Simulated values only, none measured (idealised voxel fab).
You're looking at the process module voxel spacer lines.
Section cut is 245 nm wide and gridded with 5 nm square cells.
A cross-section in this document is a grid of square cells, and it is written down as bands, the top band listed before the ones below it; a band is made up of one or more rows of cells. Top, bottom (nm), then materials left to right with widths (nm); lone material tagged "full width" fills the whole band edge to edge; "air" = empty space. We count height from 0. Below that, the starting wafer is all one material. The lowest band never ends at the bottom but goes on down; see "0 down" for how that is written. When a width is written as two numbers, as in "30 to 40", the first number is the width in the top row of cells of the band and the second is the width in its bottom row, and the width changes by the same amount from each row to the next. "nothing was modified" after a step means that no cell of the cross-section changed. "Sealed voids" specifies each empty space that is not open to the top and that occupies no fewer than 8 cells, using the form width x height at distance, the distance measured from the left edge and all three quantities in nm. Post-settings text on a step line: simulator's own remark regarding the step. On any step carrying a mask, the "overlay nm" setting, if present on the step's line, tells how far right of its planned place the mask lay; negative values point to the left.

SET OUT BELOW ARE THE PLANNED STEPS OF THE PROCESS
1 RECEIVE | material Si
2 CONFORMAL_DEP | material Al2O3 | thk nm 10
3 DIRECTIONAL_DEP | material TiN | thk nm 10
4 DIRECTIONAL_DEP | material aC | thk nm 20
5 PATTERN | tone cover | mask id MANDREL | material resist | width nm 20 | pitch nm 70 | thk nm 30 | overlay nm 0
6 DIRECTIONAL_ETCH | etch materials aC | depth nm 20
7 STRIP | etch materials resist
8 CONFORMAL_DEP | material SiO2 | thk nm 15
9 DIRECTIONAL_ETCH | etch materials SiO2 | depth nm 15
10 STRIP | etch materials aC
11 DIRECTIONAL_ETCH | etch materials TiN | depth nm 10
12 STRIP | etch materials SiO2

WAFER AS RECEIVED: CROSS-SECTION FOLLOWING STEP 1
* 0 down: Si full width
* Sealed voids: none

MODULE COMPLETE, CROSS-SECTION. STARTING POINT AND PLAN PER ABOVE. ONE MISTAKE MADE IN RUNNING THE MODULE
* 30 to 10: aC full width
* 10 to 0: Al2O3 full width
* 0 down: Si full width
* Sealed voids: none
Short version of what went wrong: steps 3 and 4 traded places in the executed sequence
